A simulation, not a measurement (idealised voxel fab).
This section sets out a process module, namely voxel wiring stack.
The cross-section on display is named cut; it measures 150 nm wide, and its cells are 5 nm squares.
Think of the cross-section as a grid of square cells. We describe it in bands, top to bottom, and each band covers one or more rows of those cells. Band: top and bottom heights (nm) first, top before bottom; then materials from left to right, widths in nm. "everywhere" marks a sole material filling the band edge to edge. "blank" denotes empty space. Height datum 0, below which the as-received substrate wafer is one material. Lowest band open at the bottom, running downward: "0 and below". Width spec "30..40" -> top row of cells at first value, bottom row at second value, equal per-row change in between. "remained unchanged", as given for a step, is the statement that not any cell of the cross-section underwent a change during that step. Look at "Sealed internal cavities" for the closed voids: empty spaces with no open path to the top, sized 8 cells or up. Each is width x height at distance, distance from the left edge, all nm. It should be noted that, on the line of a given step, the content following the step's settings is a remark produced by the simulator itself with respect to that step. If you see "overlay nm" on a step's line and that step has a mask, it's telling you how far right of where it was planned the mask ended up; a negative number means it went left instead.

LIST OF PLANNED PROCESS STEPS
- 1: RECEIVE | material Si
- 2: CONFORMAL_DEP | material SiO2 | thk nm 10
- 3: DIRECTIONAL_DEP | material TiN | thk nm 5
- 4: DIRECTIONAL_DEP | material W | thk nm 20
- 5: MASKED_ETCH | tone cover | mask id METAL_1 | width nm 20 | pitch nm 35 | etch materials W | depth nm 20 | overlay nm 0
- 6: MASKED_ETCH | tone cover | mask id METAL_1 | width nm 20 | pitch nm 35 | etch materials TiN | depth nm 5 | overlay nm 0
- 7: FILL_DEP | material lowk | thk nm 10
- 8: CMP | height nm 35
- 9: CONFORMAL_DEP | material SiCN | thk nm 5
- 10: DIRECTIONAL_DEP | material SiO2 | thk nm 20
- 11: MASKED_ETCH | tone open | mask id PLUG_1 | width nm 15 | etch materials SiO2 | depth nm 20 | overlay nm 0
- 12: MASKED_ETCH | tone open | mask id PLUG_1 | width nm 15 | etch materials SiCN | depth nm 5 | overlay nm 0
- 13: CONFORMAL_DEP | material TiN | thk nm 5
- 14: FILL_DEP | material Ru | thk nm 5
- 15: CMP | height nm 60
- 16: CONFORMAL_DEP | material SiCN | thk nm 5
- 17: DIRECTIONAL_DEP | material lowk | thk nm 25
- 18: DIRECTIONAL_DEP | material aC | thk nm 10
- 19: PATTERN | tone open | mask id METAL_2 | material resist | width nm 20 | pitch nm 35 | thk nm 25 | overlay nm 0
- 20: DIRECTIONAL_ETCH | etch materials aC | depth nm 10
- 21: STRIP | etch materials resist
- 22: DIRECTIONAL_ETCH | etch materials lowk | depth nm 25
- 23: DIRECTIONAL_ETCH | etch materials SiCN | depth nm 5
- 24: STRIP | etch materials aC
- 25: CONFORMAL_DEP | material TiN | thk nm 5
- 26: FILL_DEP | material Ru | thk nm 5
- 27: CMP | height nm 90
- 28: EPI | material Ru | thk nm 5
- 29: FILL_DEP | material SiCN | thk nm 5

CROSS-SECTION OF THE WAFER UPON ARRIVAL, REPRESENTING THE STATE REACHED AFTER STEP 1
0 and below = Si everywhere
Sealed internal cavities: none

STARTING WAFER: ABOVE. PLAN: ABOVE. RUN: ONE MISTAKE. CROSS-SECTION AFTER THE MODULE: BELOW
95 down to 90 = 40 blank / 30 Ru / 5 blank / 30 Ru / 45 blank
90 down to 65 = 45 lowk / 5 TiN / 10 Ru / 5 TiN / 15 lowk / 5 TiN / 10 Ru / 5 TiN / 50 lowk
65 down to 60 = 45 SiCN / 20 TiN / 15 SiCN / 20 TiN / 50 SiCN
60 down to 40 = 45 SiO2 / 5 TiN / 5 Ru / 5 TiN / 90 SiO2
40 down to 35 = 45 SiCN / 15 TiN / 90 SiCN
35 down to 15 = 45 lowk / 20 W / 15 lowk / 20 W / 50 lowk
15 down to 10 = 45 lowk / 20 TiN / 15 lowk / 20 TiN / 50 lowk
10 down to 0 = SiO2 everywhere
0 and below = Si everywhere
Sealed internal cavities: none
The plan and the run diverged here: it should be noted that step 29 of the plan was omitted and was not performed
